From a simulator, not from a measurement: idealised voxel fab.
Title: Process Module voxel transistor to metal
Displayed cross-section: cut, width of 295 nm, square cells sized 5 nm.
Cross-section, as written here: a square-cell grid given band by band from the top down, where a band holds one or more rows of cells.
Band: top height; bottom height; in nm. Then, left to right: material with width in nm, for each material. "edge to edge": a single material spanning edge to edge. "air": empty space.
Height is counted from the level 0, under which the received wafer is composed throughout of one material. The lowest of the bands is not closed at the bottom but continues downward, in the notation "0 nm and below".
Per-row width for "30->40": begins at first number (top row of band), ends at second number (bottom row), increment between rows held constant.
Where a step carries "no change occurred", the cross-section came out of it unchanged, cell for cell.
Look at "Enclosed void inventory" for the closed voids: empty spaces with no open path to the top, sized 8 cells or up. Each is width x height at distance, distance from the left edge, all nm.
after a step's settings: what the simulator itself notes on the step
overlay nm: how far to the right of its planned place the mask lay on this masked step (negative: to the left).

Steps in the process plan
- 1: RECEIVE [material Si]
- 2: CONFORMAL_DEP [material SiO2] [thk nm 5]
- 3: CONFORMAL_DEP [material SiN] [thk nm 10]
- 4: MASKED_ETCH [tone cover] [mask id ACTIVE] [width nm 110] [pitch nm 140] [etch materials SiN] [depth nm 10] [overlay nm 0]
- 5: MASKED_ETCH [tone cover] [mask id ACTIVE] [width nm 110] [pitch nm 140] [etch materials SiO2] [depth nm 5] [overlay nm 0]
- 6: MASKED_ETCH [tone cover] [mask id ACTIVE] [width nm 110] [pitch nm 140] [etch materials Si] [depth nm 20] [overlay nm 0]
- 7: FILL_DEP [material SiO2] [thk nm 5]
- 8: CMP [height nm 15]
- 9: SELECTIVE_ETCH [etch materials SiO2] [depth nm 5]
- 10: STRIP [etch materials SiN]
- 11: SELECTIVE_ETCH [etch materials SiO2] [depth nm 5]
- 12: OXIDIZE [depth nm 5]
- 13: DIRECTIONAL_DEP [material polySi] [thk nm 30]
- 14: DIRECTIONAL_DEP [material SiCN] [thk nm 10]
- 15: MASKED_ETCH [tone cover] [mask id GATE] [width nm 20] [pitch nm 140] [etch materials SiCN] [depth nm 20] [overlay nm 0]
- 16: MASKED_ETCH [tone cover] [mask id GATE] [width nm 15] [pitch nm 140] [etch materials polySi] [depth nm 40] [overlay nm 0]
- 17: CONFORMAL_DEP [material SiO2] [thk nm 5]
- 18: DIRECTIONAL_ETCH [etch materials SiO2] [depth nm 5]
- 19: CONFORMAL_DEP [material SiN] [thk nm 10]
- 20: DIRECTIONAL_ETCH [etch materials SiN] [depth nm 10]
- 21: DIRECTIONAL_ETCH [etch materials SiO2] [depth nm 5]
- 22: DIRECTIONAL_ETCH [etch materials Si] [depth nm 15]
- 23: EPI [material pSi] [thk nm 15]
- 24: FILL_DEP [material SiO2] [thk nm 10]
- 25: CMP [height nm 40]
- 26: DIRECTIONAL_DEP [material SiO2] [thk nm 15]
- 27: PATTERN [tone open] [mask id CONTACT] [material resist] [width nm 20] [thk nm 20] [overlay nm 0]
- 28: DIRECTIONAL_ETCH [etch materials SiO2] [depth nm 45]
- 29: STRIP [etch materials resist]
- 30: CONFORMAL_DEP [material TiN] [thk nm 5]
- 31: FILL_DEP [material Ru] [thk nm 5]
- 32: CMP [height nm 55]
- 33: CONFORMAL_DEP [material SiCN] [thk nm 5]
- 34: DIRECTIONAL_DEP [material SiO2] [thk nm 20]
- 35: DIRECTIONAL_DEP [material aC] [thk nm 10]
- 36: PATTERN [tone open] [mask id METAL_1] [material resist] [width nm 20] [thk nm 30] [overlay nm 0]
- 37: DIRECTIONAL_ETCH [etch materials aC] [depth nm 10]
- 38: STRIP [etch materials resist]
- 39: DIRECTIONAL_ETCH [etch materials SiO2] [depth nm 20]
- 40: DIRECTIONAL_ETCH [etch materials SiCN] [depth nm 5]
- 41: STRIP [etch materials aC]
- 42: CONFORMAL_DEP [material TiN] [thk nm 5]
- 43: FILL_DEP [material Cu] [thk nm 5]
- 44: CMP [height nm 80]
- 45: CONFORMAL_DEP [material SiCN] [thk nm 5]
Be aware that, although all wafers share a common starting state, the width nm at step 16 differs among them, and the plan displays the first wafer's value.

Cross-section of the first of several received wafers, showing its state after step 1
	0 nm and below | Si edge to edge
	Enclosed void inventory: none

wafer rows; end of module; cells per material since receipt: (+) gained, (-) lost; then closed voids
width nm 15; +32 Cu; +64 Ru; -152 Si; +118 SiCN; +72 SiN; +593 SiO2; +128 TiN; +100 pSi; +48 polySi; Enclosed void inventory: none
width nm 20; +32 Cu; +64 Ru; -152 Si; +118 SiCN; +72 SiN; +593 SiO2; +128 TiN; +100 pSi; +48 polySi; Enclosed void inventory: none
width nm 25; +32 Cu; +64 Ru; -146 Si; +118 SiCN; +72 SiN; +587 SiO2; +128 TiN; +88 pSi; +60 polySi; Enclosed void inventory: none
width nm 30; +32 Cu; +64 Ru; -140 Si; +118 SiCN; +72 SiN; +581 SiO2; +128 TiN; +76 pSi; +72 polySi; Enclosed void inventory: none
width nm 35; +32 Cu; +56 Ru; -134 Si; +118 SiCN; +72 SiN; +583 SiO2; +128 TiN; +64 pSi; +84 polySi; Enclosed void inventory: none
